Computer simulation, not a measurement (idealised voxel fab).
process module | voxel self aligned vias
cross-section cut | 155 nm wide | cells 5 nm
A cross-section is a grid of square cells, given in bands from the top down. A band is one or more rows of cells.
Each band's line starts with the height of the band's top and of its bottom, in nm. Then come its materials from left to right, each with its width in nm. One material with "throughout" fills the band from edge to edge. "air" is empty space.
Height 0 is the level under which the wafer as received is all one material. The lowest band goes on downwards, as in "0 down".
A width such as "30 to 40" changes by the same amount from each row of cells to the next, from the band's top row to its bottom row.
"no change" after a step means that no cell of the cross-section changed.
closed voids: empty space of 8 cells or more with no open way to the top, each as width x height at its distance from the left edge, in nm
after a step's settings: what the simulator itself notes on the step
overlay nm, on a step with a mask: how far to the right of its planned place the mask lay; to the left if negative
plan
1 op RECEIVE | material Si
2 op CONFORMAL_DEP | material SiO2 | thk nm 10
3 op CONFORMAL_DEP | material SiCN | thk nm 5
4 op DIRECTIONAL_DEP | material lowk | thk nm 25
5 op DIRECTIONAL_DEP | material aC | thk nm 15
6 op PATTERN | tone open | mask id LINES | material resist | width nm 15 | pitch nm 70 | thk nm 35 | overlay nm 0
7 op DIRECTIONAL_ETCH | etch materials aC | depth nm 15
8 op STRIP | etch materials resist
9 op DIRECTIONAL_ETCH | etch materials lowk | depth nm 25
10 op STRIP | etch materials aC
11 op CONFORMAL_DEP | material TiN | thk nm 5
12 op FILL_DEP | material Ru | thk nm 5
13 op CMP | height nm 40
14 op SELECTIVE_ETCH | etch materials W Ru TiN | depth nm 5
15 op FILL_DEP | material SiN | thk nm 10
16 op CMP | height nm 40
17 op DIRECTIONAL_DEP | material lowk | thk nm 15
18 op MASKED_ETCH | tone open | mask id VIAS | width nm 40 | etch materials lowk | depth nm 15 | overlay nm 0
19 op MASKED_ETCH | tone open | mask id VIAS | width nm 40 | etch materials SiN | depth nm 5 | overlay nm 0
20 op CONFORMAL_DEP | material TiN | thk nm 5
21 op FILL_DEP | material Cu | thk nm 10
22 op CMP | height nm 55
23 op CONFORMAL_DEP | material SiN | thk nm 5
varied across the wafers: width nm of step 6. The plan shows the first wafer's value. All wafers start alike
first wafer as received, after step 1
  0 down: Si throughout
  closed voids: none
each wafer at the end: cells of each material gained (+) or lost (-) since it was received, then its closed voids
width nm 15 | +13 Cu | +6 Ru | +31 SiCN | +34 SiN | +62 SiO2 | +32 TiN | +194 lowk | closed voids: none
width nm 20 | +14 Cu | +12 Ru | +31 SiCN | +35 SiN | +62 SiO2 | +34 TiN | +184 lowk | closed voids: none
width nm 25 | +15 Cu | +18 Ru | +31 SiCN | +36 SiN | +62 SiO2 | +36 TiN | +174 lowk | closed voids: none
width nm 30 | +16 Cu | +24 Ru | +31 SiCN | +37 SiN | +62 SiO2 | +38 TiN | +164 lowk | closed voids: none
width nm 35 | +17 Cu | +30 Ru | +31 SiCN | +38 SiN | +62 SiO2 | +40 TiN | +154 lowk | closed voids: none
